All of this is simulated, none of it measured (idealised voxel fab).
process module | voxel self aligned contacts
We display cut, a cross-section 240 nm in width whose square cells are each 5 nm.
Bands, listed from the top down, are how a cross-section gets written in this document; the cross-section itself is a grid of square cells, and a band is one or more rows of them. Read a band's entry like this: the first values are the height of its top and the height of its bottom in nm, and what follows is the sequence of materials from left to right, each with its width in nm. Note that "blank" is empty space, and that a single material marked "throughout" reaches across the band from edge to edge. Zero point of the height axis is 0; under it, received wafer = one material. Lowest band: continues down indefinitely, "0 and below". With a width like "30->40", each row of cells in the band differs from the next by the same amount, the top row carrying the first number and the bottom row the second. The cross-section has no changed cell in any step marked "nothing changed". If an empty space has no open way to the top and is at least 8 cells in size, "Closed void list" lists it, written width x height at distance, where distance is measured from the left edge and every value is in nm. Text after the settings on a step's line: the simulator's own remark on that step. "overlay nm" denotes, for a step that has a mask, the displacement of the mask to the right of its planned place, with negative values corresponding to the left.
# The following list gives the planned process steps
1: RECEIVE: material Si
2: OXIDIZE: depth nm 5
3: DIRECTIONAL_DEP: material polySi, thk nm 30
4: DIRECTIONAL_DEP: material SiN, thk nm 20
5: PATTERN: tone cover, mask id GATE, material resist, width nm 25, pitch nm 70, thk nm 20, overlay nm 0
6: DIRECTIONAL_ETCH: etch materials SiN, depth nm 20
7: DIRECTIONAL_ETCH: etch materials polySi, depth nm 30
8: STRIP: etch materials resist
9: CONFORMAL_DEP: material SiN, thk nm 10
10: DIRECTIONAL_ETCH: etch materials SiN, depth nm 10
11: FILL_DEP: material SiO2, thk nm 10
12: CMP: height nm 55
13: PATTERN: tone open, mask id CONTACT, material resist, width nm 55, thk nm 15, overlay nm 0
14: DIRECTIONAL_ETCH: etch materials SiO2, depth nm 60
15: STRIP: etch materials resist
16: CONFORMAL_DEP: material TiN, thk nm 5
17: FILL_DEP: material W, thk nm 10
18: CMP: height nm 55
19: CONFORMAL_DEP: material SiCN, thk nm 5
# First out of two wafers; run went to plan
# as received, after step 1
  0 and below  Si throughout
  Closed void list: none
# So this is the wafer cross-section right after step 2
  0 down to -5  SiO2 throughout
  below -5: unchanged
# So this is the wafer cross-section right after step 3
  30 down to 0  polySi throughout
  below 0: unchanged
# So this is the wafer cross-section right after step 4
  50 down to 30  SiN throughout
  below 30: unchanged
# So this is the wafer cross-section right after step 5
  70 down to 50  blank: 70; resist: 25; blank: 45; resist: 25; blank: 75
  below 50: unchanged
# So this is the wafer cross-section right after step 6
  70 down to 50  blank: 70; resist: 25; blank: 45; resist: 25; blank: 75
  50 down to 30  blank: 70; SiN: 25; blank: 45; SiN: 25; blank: 75
  below 30: unchanged
# So this is the wafer cross-section right after step 7
  70 down to 50  blank: 70; resist: 25; blank: 45; resist: 25; blank: 75
  50 down to 30  blank: 70; SiN: 25; blank: 45; SiN: 25; blank: 75
  30 down to 0  blank: 70; polySi: 25; blank: 45; polySi: 25; blank: 75
  below 0: unchanged
# So this is the wafer cross-section right after step 8
  50 down to 30  blank: 70; SiN: 25; blank: 45; SiN: 25; blank: 75
  below 30: unchanged
# So this is the wafer cross-section right after step 9
  60 down to 30  blank: 60; SiN: 45; blank: 25; SiN: 45; blank: 65
  30 down to 10  blank: 60; SiN: 10; polySi: 25; SiN: 10; blank: 25; SiN: 10; polySi: 25; SiN: 10; blank: 65
  10 down to 0  SiN: 70; polySi: 25; SiN: 45; polySi: 25; SiN: 75
  below 0: unchanged
# So this is the wafer cross-section right after step 10
  50 down to 30  blank: 60; SiN: 45; blank: 25; SiN: 45; blank: 65
  30 down to 0  blank: 60; SiN: 10; polySi: 25; SiN: 10; blank: 25; SiN: 10; polySi: 25; SiN: 10; blank: 65
  below 0: unchanged
# So this is the wafer cross-section right after step 11
  60 down to 50  SiO2 throughout
  50 down to 30  SiO2: 60; SiN: 45; SiO2: 25; SiN: 45; SiO2: 65
  30 down to 0  SiO2: 60; SiN: 10; polySi: 25; SiN: 10; SiO2: 25; SiN: 10; polySi: 25; SiN: 10; SiO2: 65
  below 0: unchanged
# So this is the wafer cross-section right after step 12
  55 down to 50  SiO2 throughout
  below 50: unchanged
# So this is the wafer cross-section right after step 13
  70 down to 55  resist: 90; blank: 55; resist: 95
  below 55: unchanged
# So this is the wafer cross-section right after step 14
  70 down to 55  resist: 90; blank: 55; resist: 95
  55 down to 50  SiO2: 90; blank: 55; SiO2: 95
  50 down to 30  SiO2: 60; SiN: 45; blank: 25; SiN: 45; SiO2: 65
  30 down to 0  SiO2: 60; SiN: 10; polySi: 25; SiN: 10; blank: 25; SiN: 10; polySi: 25; SiN: 10; SiO2: 65
  0 down to -5  SiO2: 105; blank: 25; SiO2: 110
  below -5: unchanged
# So this is the wafer cross-section right after step 15
  55 down to 50  SiO2: 90; blank: 55; SiO2: 95
  below 50: unchanged
# So this is the wafer cross-section right after step 16
  60 down to 55  TiN: 95; blank: 45; TiN: 100
  55 down to 50  SiO2: 90; TiN: 20; blank: 15; TiN: 20; SiO2: 95
  50 down to 30  SiO2: 60; SiN: 45; TiN: 5; blank: 15; TiN: 5; SiN: 45; SiO2: 65
  30 down to 0  SiO2: 60; SiN: 10; polySi: 25; SiN: 10; TiN: 5; blank: 15; TiN: 5; SiN: 10; polySi: 25; SiN: 10; SiO2: 65
  0 down to -5  SiO2: 105; TiN: 25; SiO2: 110
  below -5: unchanged
# So this is the wafer cross-section right after step 17
  70 down to 60  W throughout
  60 down to 55  TiN: 95; W: 45; TiN: 100
  55 down to 50  SiO2: 90; TiN: 20; W: 15; TiN: 20; SiO2: 95
  50 down to 30  SiO2: 60; SiN: 45; TiN: 5; W: 15; TiN: 5; SiN: 45; SiO2: 65
  30 down to 0  SiO2: 60; SiN: 10; polySi: 25; SiN: 10; TiN: 5; W: 15; TiN: 5; SiN: 10; polySi: 25; SiN: 10; SiO2: 65
  below 0: unchanged
# So this is the wafer cross-section right after step 18
  55 down to 50  SiO2: 90; TiN: 20; W: 15; TiN: 20; SiO2: 95
  below 50: unchanged
# So this is the wafer cross-section right after step 19
  60 down to 55  SiCN throughout
  below 55: unchanged
# Regarding the second of the two wafers: it shared the first wafer's starting condition and process plan, yet one error occurred during its execution. Its history coincides with that of the first wafer up to and including step 2
# when step 3 should have ended
  20 down to 0  SiN throughout
  below 0: unchanged
# when step 4 should have ended
  50 down to 20  polySi throughout
  below 20: unchanged
# when step 5 should have ended
  70 down to 50  blank: 70; resist: 25; blank: 45; resist: 25; blank: 75
  below 50: unchanged
when step 6 should have ended: nothing changed
# when step 7 should have ended
  70 down to 50  blank: 70; resist: 25; blank: 45; resist: 25; blank: 75
  50 down to 20  blank: 70; polySi: 25; blank: 45; polySi: 25; blank: 75
  below 20: unchanged
# when step 8 should have ended
  50 down to 20  blank: 70; polySi: 25; blank: 45; polySi: 25; blank: 75
  below 20: unchanged
# when step 9 should have ended
  60 down to 50  blank: 60; SiN: 45; blank: 25; SiN: 45; blank: 65
  50 down to 30  blank: 60; SiN: 10; polySi: 25; SiN: 10; blank: 25; SiN: 10; polySi: 25; SiN: 10; blank: 65
  30 down to 20  SiN: 70; polySi: 25; SiN: 45; polySi: 25; SiN: 75
  below 20: unchanged
# when step 10 should have ended
  50 down to 20  blank: 60; SiN: 10; polySi: 25; SiN: 10; blank: 25; SiN: 10; polySi: 25; SiN: 10; blank: 65
  below 20: unchanged
# when step 11 should have ended
  60 down to 50  SiO2 throughout
  50 down to 20  SiO2: 60; SiN: 10; polySi: 25; SiN: 10; SiO2: 25; SiN: 10; polySi: 25; SiN: 10; SiO2: 65
  below 20: unchanged
# when step 12 should have ended
  55 down to 50  SiO2 throughout
  below 50: unchanged
# when step 13 should have ended
  70 down to 55  resist: 90; blank: 55; resist: 95
  below 55: unchanged
# when step 14 should have ended
  70 down to 55  resist: 90; blank: 55; resist: 95
  55 down to 50  SiO2: 90; blank: 55; SiO2: 95
  50 down to 20  SiO2: 60; SiN: 10; polySi: 25; SiN: 10; blank: 25; SiN: 10; polySi: 25; SiN: 10; SiO2: 65
  below 20: unchanged
# when step 15 should have ended
  55 down to 50  SiO2: 90; blank: 55; SiO2: 95
  below 50: unchanged
# when step 16 should have ended
  60 down to 55  TiN: 95; blank: 45; TiN: 100
  55 down to 50  SiO2: 90; TiN: 20; blank: 15; TiN: 20; SiO2: 95
  50 down to 25  SiO2: 60; SiN: 10; polySi: 25; SiN: 10; TiN: 5; blank: 15; TiN: 5; SiN: 10; polySi: 25; SiN: 10; SiO2: 65
  25 down to 20  SiO2: 60; SiN: 10; polySi: 25; SiN: 10; TiN: 25; SiN: 10; polySi: 25; SiN: 10; SiO2: 65
  below 20: unchanged
# when step 17 should have ended
  70 down to 60  W throughout
  60 down to 55  TiN: 95; W: 45; TiN: 100
  55 down to 50  SiO2: 90; TiN: 20; W: 15; TiN: 20; SiO2: 95
  50 down to 25  SiO2: 60; SiN: 10; polySi: 25; SiN: 10; TiN: 5; W: 15; TiN: 5; SiN: 10; polySi: 25; SiN: 10; SiO2: 65
  below 25: unchanged
# when step 18 should have ended
  55 down to 50  SiO2: 90; TiN: 20; W: 15; TiN: 20; SiO2: 95
  below 50: unchanged
# when step 19 should have ended
  60 down to 55  SiCN throughout
  below 55: unchanged
The plan and the run diverged here: the executed order of steps 3 and 4 is the reverse of that specified in the plan, each step having taken the other's position
End of process, cell counts, second wafer against first, materials with more or fewer: 120 more of SiN, 95 fewer of SiO2, 10 fewer of TiN, 15 fewer of W
